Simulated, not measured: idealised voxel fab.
process module | voxel ribs on slabs
Each square cell in cross-section cut measures 5 nm, and the section as a whole is 140 nm wide.
A cross-section in this document is a grid of square cells, and it is written down as bands, the top band listed before the ones below it; a band is made up of one or more rows of cells. Read a band's entry like this: the first values are the height of its top and the height of its bottom in nm, and what follows is the sequence of materials from left to right, each with its width in nm. Note that "empty" is empty space, and that a single material marked "everywhere" reaches across the band from edge to edge. For the purposes of this specification, 0 denotes the height below which the wafer in its as-received condition is composed wholly of one material, and the lowermost band, lacking a lower limit, extends downward without end, as expressed in "0 nm and below". Top row gets the first number, bottom row gets the second, and each row in between changes by the same step: that is how a band width like "30->40" works. Reading "no change occurred" for a step: not a cell of the cross-section changed in it. Reported under the label "Trapped cavities" are the empty spaces having no open way to the top and comprising 8 cells or more; the notation for each is width x height at distance, in which the distance is measured from the left edge and all three values are in nm. That trailing text on a step's line, after the settings, is the simulator's own remark on the step. Regarding "overlay nm": on a step with a mask, it is the distance the mask lay to the right of its planned place; a negative value places it to the left.

Intended process steps:
1 RECEIVE: material Si
2 DIRECTIONAL_DEP: material SiO2, thk nm 20
3 DIRECTIONAL_DEP: material polySi, thk nm 20
4 DIRECTIONAL_DEP: material aC, thk nm 10
5 PATTERN: tone cover, mask id RIB, material resist, width nm 20, thk nm 30, overlay nm 0
6 DIRECTIONAL_ETCH: etch materials aC, depth nm 10
7 STRIP: etch materials resist
8 DIRECTIONAL_ETCH: etch materials polySi, depth nm 15
9 STRIP: etch materials aC
10 MASKED_ETCH: tone cover, mask id SLAB, width nm 50, etch materials polySi, depth nm 5, overlay nm 0
11 FILL_DEP: material SiO2, thk nm 20
12 CMP: height nm 55
13 DIRECTIONAL_DEP: material W, thk nm 10
14 MASKED_ETCH: tone cover, mask id HEATER, width nm 30, etch materials W, depth nm 10, overlay nm 0
15 CONFORMAL_DEP: material SiN, thk nm 5

Concerning the first of two wafers, which was run in accordance with the plan:

Cross-section of the wafer as it came to us, i.e., already through step 1:
	0 nm and below  Si everywhere
	Trapped cavities: none

The wafer, seen in cross-section, after step 2:
	20 nm to 0 nm  SiO2 everywhere
	Under the height 0 nothing was changed.

The wafer, seen in cross-section, after step 3:
	40 nm to 20 nm  polySi everywhere
	Under the height 20 nothing was changed.

The wafer, seen in cross-section, after step 4:
	50 nm to 40 nm  aC everywhere
	Under the height 40 nothing was changed.

The wafer, seen in cross-section, after step 5:
	80 nm to 50 nm  60 of empty  20 of resist  60 of empty
	Under the height 50 nothing was changed.

The wafer, seen in cross-section, after step 6:
	70 nm to 50 nm  60 of empty  20 of resist  60 of empty
	50 nm to 40 nm  60 of empty  20 of aC  60 of empty
	Under the height 40 nothing was changed.

The wafer, seen in cross-section, after step 7:
	50 nm to 40 nm  60 of empty  20 of aC  60 of empty
	Under the height 40 nothing was changed.

The wafer, seen in cross-section, after step 8:
	50 nm to 40 nm  60 of empty  20 of aC  60 of empty
	40 nm to 25 nm  60 of empty  20 of polySi  60 of empty
	Under the height 25 nothing was changed.

The wafer, seen in cross-section, after step 9:
	40 nm to 25 nm  60 of empty  20 of polySi  60 of empty
	Under the height 25 nothing was changed.

The wafer, seen in cross-section, after step 10:
	40 nm to 25 nm  60 of empty  20 of polySi  60 of empty
	25 nm to 20 nm  45 of empty  50 of polySi  45 of empty
	Under the height 20 nothing was changed.

The wafer, seen in cross-section, after step 11:
	60 nm to 40 nm  SiO2 everywhere
	40 nm to 25 nm  60 of SiO2  20 of polySi  60 of SiO2
	25 nm to 20 nm  45 of SiO2  50 of polySi  45 of SiO2
	Under the height 20 nothing was changed.

The wafer, seen in cross-section, after step 12:
	55 nm to 40 nm  SiO2 everywhere
	Under the height 40 nothing was changed.

The wafer, seen in cross-section, after step 13:
	65 nm to 55 nm  W everywhere
	Under the height 55 nothing was changed.

The wafer, seen in cross-section, after step 14:
	65 nm to 55 nm  55 of empty  30 of W  55 of empty
	Under the height 55 nothing was changed.

The wafer, seen in cross-section, after step 15:
	70 nm to 65 nm  50 of empty  40 of SiN  50 of empty
	65 nm to 60 nm  50 of empty  5 of SiN  30 of W  5 of SiN  50 of empty
	60 nm to 55 nm  55 of SiN  30 of W  55 of SiN
	Under the height 55 nothing was changed.

The second wafer was prepared from the same starting point and under the same plan as the first; its processing contained one mistake, and it remains indistinguishable from the first wafer up to and including step 7:

Second wafer, sectioned view, at step 8's planned end time:
	50 nm to 40 nm  60 of empty  20 of aC  60 of empty
	40 nm to 35 nm  60 of empty  20 of polySi  60 of empty
	Under the height 35 nothing was changed.

Second wafer, sectioned view, at step 9's planned end time:
	40 nm to 35 nm  60 of empty  20 of polySi  60 of empty
	Under the height 35 nothing was changed.

Second wafer, sectioned view, at step 10's planned end time:
	40 nm to 30 nm  60->45 of empty  20->50 of polySi  60->45 of empty
	Under the height 30 nothing was changed.

Second wafer, sectioned view, at step 11's planned end time:
	60 nm to 40 nm  SiO2 everywhere
	40 nm to 30 nm  60->45 of SiO2  20->50 of polySi  60->45 of SiO2
	Under the height 30 nothing was changed.

Second wafer, sectioned view, at step 12's planned end time:
	55 nm to 40 nm  SiO2 everywhere
	Under the height 40 nothing was changed.

Second wafer, sectioned view, at step 13's planned end time:
	65 nm to 55 nm  W everywhere
	Under the height 55 nothing was changed.

Second wafer, sectioned view, at step 14's planned end time:
	65 nm to 55 nm  55 of empty  30 of W  55 of empty
	Under the height 55 nothing was changed.

Second wafer, sectioned view, at step 15's planned end time:
	70 nm to 65 nm  50 of empty  40 of SiN  50 of empty
	65 nm to 60 nm  50 of empty  5 of SiN  30 of W  5 of SiN  50 of empty
	60 nm to 55 nm  55 of SiN  30 of W  55 of SiN
	Under the height 55 nothing was changed.
What was the processing mistake? step 8 deviated from plan and actually ran as DIRECTIONAL_ETCH: etch materials polySi, depth nm 5
It is noted that, at the conclusion of processing, the second wafer exhibits a higher or lower cell count for certain materials relative to the first: -48 SiO2, +48 polySi
